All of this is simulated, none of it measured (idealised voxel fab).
Proc. module: voxel wiring stack
The cross-section shown here is cut; it is 290 nm wide and divided into square cells measuring 5 nm on a side.
Cross-section layout: square cells on a grid; listed as bands, top to bottom; a band spans one or more cell rows. The band entry comprises the height of the band's top followed by the height of its bottom, expressed in nm, and subsequently the band's materials from left to right, each stated together with its width in nm. Where a single material is marked with the word "everywhere", that material fills the band from edge to edge. The word "blank" represents empty space. Convention: height 0 is the level below which the wafer, as received, is all one material. The lowest band does not terminate at the bottom but continues downward, represented as "0..down". Think of "30..40" as a width that walks from the first number to the second as you go down the band, top row to bottom row, taking equal-sized steps from row to row. You'll sometimes find "remains unaltered" written for a step, and that's the way of saying that nowhere in the cross-section did a cell change during that step. "Voids, sealed" specifies each empty space that is not open to the top and that occupies no fewer than 8 cells, using the form width x height at distance, the distance measured from the left edge and all three quantities in nm. It should be noted that, on the line of a given step, the content following the step's settings is a remark produced by the simulator itself with respect to that step. The line of a step may include "overlay nm". On a step with a mask, this value is how far to the right of its planned place the mask lay. A negative value means the mask lay to the left.

STEPS PLANNED FOR THE PROCESS
1: RECEIVE: material Si
2: CONFORMAL_DEP: material SiO2, thk nm 10
3: CONFORMAL_DEP: material SiCN, thk nm 5
4: DIRECTIONAL_DEP: material lowk, thk nm 15
5: MASKED_ETCH: tone open, mask id METAL_1, width nm 25, pitch nm 50, etch materials lowk, depth nm 15, overlay nm 0
6: MASKED_ETCH: tone open, mask id METAL_1, width nm 25, pitch nm 50, etch materials SiCN, depth nm 5, overlay nm 0
7: CONFORMAL_DEP: material TiN, thk nm 5
8: FILL_DEP: material Ru, thk nm 5
9: CMP: height nm 30
10: CONFORMAL_DEP: material SiCN, thk nm 5
11: DIRECTIONAL_DEP: material SiO2, thk nm 20
12: PATTERN: tone open, mask id PLUG_1, material resist, width nm 15, pitch nm 50, thk nm 15, overlay nm 0
13: DIRECTIONAL_ETCH: etch materials SiO2, depth nm 20
14: DIRECTIONAL_ETCH: etch materials SiCN, depth nm 5
15: STRIP: etch materials resist
16: CONFORMAL_DEP: material TiN, thk nm 5
17: FILL_DEP: material W, thk nm 5
18: CMP: height nm 55
19: CONFORMAL_DEP: material SiCN, thk nm 5
20: DIRECTIONAL_DEP: material SiO2, thk nm 20
21: PATTERN: tone open, mask id METAL_2, material resist, width nm 25, pitch nm 50, thk nm 15, overlay nm 0
22: DIRECTIONAL_ETCH: etch materials SiO2, depth nm 20
23: DIRECTIONAL_ETCH: etch materials SiCN, depth nm 5
24: STRIP: etch materials resist
25: CONFORMAL_DEP: material TiN, thk nm 5
26: FILL_DEP: material Cu, thk nm 5
27: CMP: height nm 80
28: CONFORMAL_DEP: material SiCN, thk nm 5

WAFER CROSS-SECTION ON RECEIPT, I.E. AFTER STEP 1
	0..down  Si everywhere
	Voids, sealed: none

CROSS-SECTION, END OF MODULE. START: AS ABOVE. PLAN: AS ABOVE. EXECUTION: ONE MISTAKE
	85..80  SiCN everywhere
	80..60  SiO2 (105)  TiN (5)  Cu (15)  TiN (5)  SiO2 (25)  TiN (5)  Cu (15)  TiN (5)  SiO2 (110)
	60..55  SiCN (105)  TiN (25)  SiCN (25)  TiN (25)  SiCN (110)
	55..35  SiO2 (105)  TiN (5)  W (5)  TiN (5)  SiO2 (35)  TiN (5)  W (5)  TiN (5)  SiO2 (120)
	35..30  SiCN (105)  TiN (15)  SiCN (35)  TiN (15)  SiCN (120)
	30..20  lowk (110)  TiN (5)  Ru (15)  TiN (5)  lowk (25)  TiN (5)  Ru (15)  TiN (5)  lowk (105)
	20..15  lowk (110)  TiN (5)  Ru (10)  TiN (10)  lowk (25)  TiN (5)  Ru (10)  TiN (10)  lowk (105)
	15..10  SiCN (110)  TiN (20)  SiCN (30)  TiN (20)  SiCN (110)
	10..0  SiO2 everywhere
	0..down  Si everywhere
	Voids, sealed: none
what went wrong: off-plan run, step 5, actual operation and settings MASKED_ETCH: tone open, mask id METAL_1, width nm 25, pitch nm 50, etch materials lowk, depth nm 15, overlay nm 5
